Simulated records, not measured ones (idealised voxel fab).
You're looking at the process module voxel self aligned contacts.
Cross-section cut spans 190 nm and uses square cells 5 nm in size.
Bands, listed from the top down, are how a cross-section gets written in this document; the cross-section itself is a grid of square cells, and a band is one or more rows of them.
Quick guide to a band line: top height, bottom height (nm) up front; then every material left to right with its width in nm. Only one material and it's marked "everywhere"? Then it fills the band edge to edge. And "air" just means empty space.
Heights are expressed relative to 0, this being the level below which the as-received wafer comprises one material exclusively. The lowest band is unbounded in the downward direction and is denoted as in "from 0 down".
A two-number width, for instance "30->40", indicates that the width is equal to the first number in the top row of the band and to the second number in the bottom row, and that it changes by a constant amount per row of cells.
For the purposes of this document, the phrase "no alteration" attached to a step denotes that no cell within the cross-section was modified by that step.
You'll see "Sealed void list" listing empty spaces that have no way open to the top, as long as they're 8 cells or more; the notation is width x height at distance, where the distance is from the left edge, and all of it is in nm.
On a step's line, text after the settings is the simulator commenting on that step.
The setting "overlay nm" may be written on the line of a step. When the step uses a mask, the value reports how far to the right of the planned place the mask lay, and a negative value reports that it lay to the left.

THIS SECTION LISTS THE PROCESS STEPS THAT WERE PLANNED
1. RECEIVE, material Si
2. OXIDIZE, depth nm 5
3. DIRECTIONAL_DEP, material polySi, thk nm 25
4. DIRECTIONAL_DEP, material SiN, thk nm 25
5. PATTERN, tone cover, mask id GATE, material resist, width nm 35, pitch nm 80, thk nm 20, overlay nm 0
6. DIRECTIONAL_ETCH, etch materials SiN, depth nm 25
7. DIRECTIONAL_ETCH, etch materials polySi, depth nm 25
8. STRIP, etch materials resist
9. CONFORMAL_DEP, material SiN, thk nm 10
10. DIRECTIONAL_ETCH, etch materials SiN, depth nm 10
11. FILL_DEP, material SiO2, thk nm 10
12. CMP, height nm 55
13. DIRECTIONAL_DEP, material aC, thk nm 15
14. PATTERN, tone open, mask id CONTACT, material resist, width nm 55, thk nm 35, overlay nm 0
15. DIRECTIONAL_ETCH, etch materials aC, depth nm 15
16. STRIP, etch materials resist
17. DIRECTIONAL_ETCH, etch materials SiO2, depth nm 60
18. STRIP, etch materials aC
19. CONFORMAL_DEP, material TiN, thk nm 5
20. FILL_DEP, material Ru, thk nm 5
21. CMP, height nm 55
22. CONFORMAL_DEP, material SiN, thk nm 5

STEP 1 COMPLETE: CROSS-SECTION OF THE WAFER AS RECEIVED
  from 0 down: Si everywhere
  Sealed void list: none

THE FIRST OF TWO WAFERS, CROSS-SECTIONED AT THE END OF THE MODULE, WITH THE RUN PROCEEDING AS PLANNED
  from 60 to 55: SiN everywhere
  from 55 to 50: 65 SiO2, 20 TiN, 15 Ru, 20 TiN, 70 SiO2
  from 50 to 25: 25 SiO2, 55 SiN, 5 TiN, 15 Ru, 5 TiN, 55 SiN, 30 SiO2
  from 25 to 0: 25 SiO2, 10 SiN, 35 polySi, 10 SiN, 5 TiN, 15 Ru, 5 TiN, 10 SiN, 35 polySi, 10 SiN, 30 SiO2
  from 0 to -5: 80 SiO2, 25 TiN, 85 SiO2
  from -5 down: Si everywhere
  Sealed void list: none

MODULE END: CROSS-SECTION OF WAFER TWO OF TWO. SAME START AND PROCESS PLAN AS THE FIRST WAFER. ONE MISTAKE DURING EXECUTION
  from 60 to 55: SiN everywhere
  from 55 to 50: 60 SiO2, 25 TiN, 15 Ru, 15 TiN, 75 SiO2
  from 50 to 25: 25 SiO2, 55 SiN, 5 TiN, 15 Ru, 5 TiN, 55 SiN, 30 SiO2
  from 25 to 0: 25 SiO2, 10 SiN, 35 polySi, 10 SiN, 5 TiN, 15 Ru, 5 TiN, 10 SiN, 35 polySi, 10 SiN, 30 SiO2
  from 0 to -5: 80 SiO2, 25 TiN, 85 SiO2
  from -5 down: Si everywhere
  Sealed void list: none
Where did the run depart from the plan? step 14 was processed under conditions differing from the plan, specifically as PATTERN, tone open, mask id CONTACT, material resist, width nm 55, thk nm 35, overlay nm -5
End check, second vs first wafer: material counts in cells match, positions do not.
